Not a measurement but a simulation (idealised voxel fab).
The following process module bears the name voxel double patterning.
Each square cell in cross-section cut measures 5 nm, and the section as a whole is 205 nm wide.
Cross-section spec: square-cell grid; bands listed top down; each band is one or more rows. What a band's entry tells you: where the top is and where the bottom is, as heights in nm, and after that what lies inside, material by material from left to right, each with its width in nm. Empty space is written as the word "empty", and a single material marked with the word "everywhere" occupies the band from edge to edge. We count height from 0. Below that, the starting wafer is all one material. The lowest band never ends at the bottom but goes on down; see "0 nm and below" for how that is written. A width given as "30->40" starts at the first number in the band's top row and ends at the second number in its bottom row, shifting by an equal amount at every step from row to row. It should be understood that the words "nothing changed", when stated for a given step, signify that the cross-section underwent no change in any of its cells during that step. In "closed voids" the enclosed voids are listed, meaning empty spaces of 8 cells or larger without any opening to the top. The form is width x height at distance, distance from the left edge, units nm. On each step's line, the part that comes after the settings is the simulator's own comment on the step. A step line may carry the setting "overlay nm", which, for steps involving a mask, states the distance by which the mask lay to the right of its intended position; negative values denote displacement to the left.
### So here's the lineup of process steps we planned
- 1: RECEIVE,material Si
- 2: CONFORMAL_DEP,material SiO2,thk nm 10
- 3: DIRECTIONAL_DEP,material TiN,thk nm 10
- 4: DIRECTIONAL_DEP,material SiN,thk nm 5
- 5: MASKED_ETCH,tone open,mask id FIRST,width nm 15,pitch nm 50,etch materials SiN,depth nm 5,overlay nm 0
- 6: DIRECTIONAL_DEP,material aC,thk nm 15
- 7: PATTERN,tone open,mask id SECOND,material resist,width nm 15,pitch nm 50,thk nm 30,overlay nm 0
- 8: DIRECTIONAL_ETCH,etch materials aC,depth nm 15
- 9: STRIP,etch materials resist
- 10: DIRECTIONAL_ETCH,etch materials SiN,depth nm 5
- 11: STRIP,etch materials aC
- 12: DIRECTIONAL_ETCH,etch materials TiN,depth nm 10
- 13: STRIP,etch materials SiN
Quick note for whoever runs this: the wafers start identical, but the width nm at step 5 isn't the same across them. The plan just shows what the first wafer had.
### The as-received cross-section of the first of several wafers corresponds to the state after step 1
    0 nm and below | Si everywhere
    closed voids: none
### The table below has one row for each wafer; a row shows, as of the end of the module, how many cells of each material the wafer has gained, marked (+), or lost, marked (-), since it was received, and then the wafer's closed voids
width nm 15; +82 SiO2; +52 TiN; closed voids: none
width nm 20; +82 SiO2; +46 TiN; closed voids: none
width nm 25; +82 SiO2; +40 TiN; closed voids: none
width nm 30; +82 SiO2; +34 TiN; closed voids: none
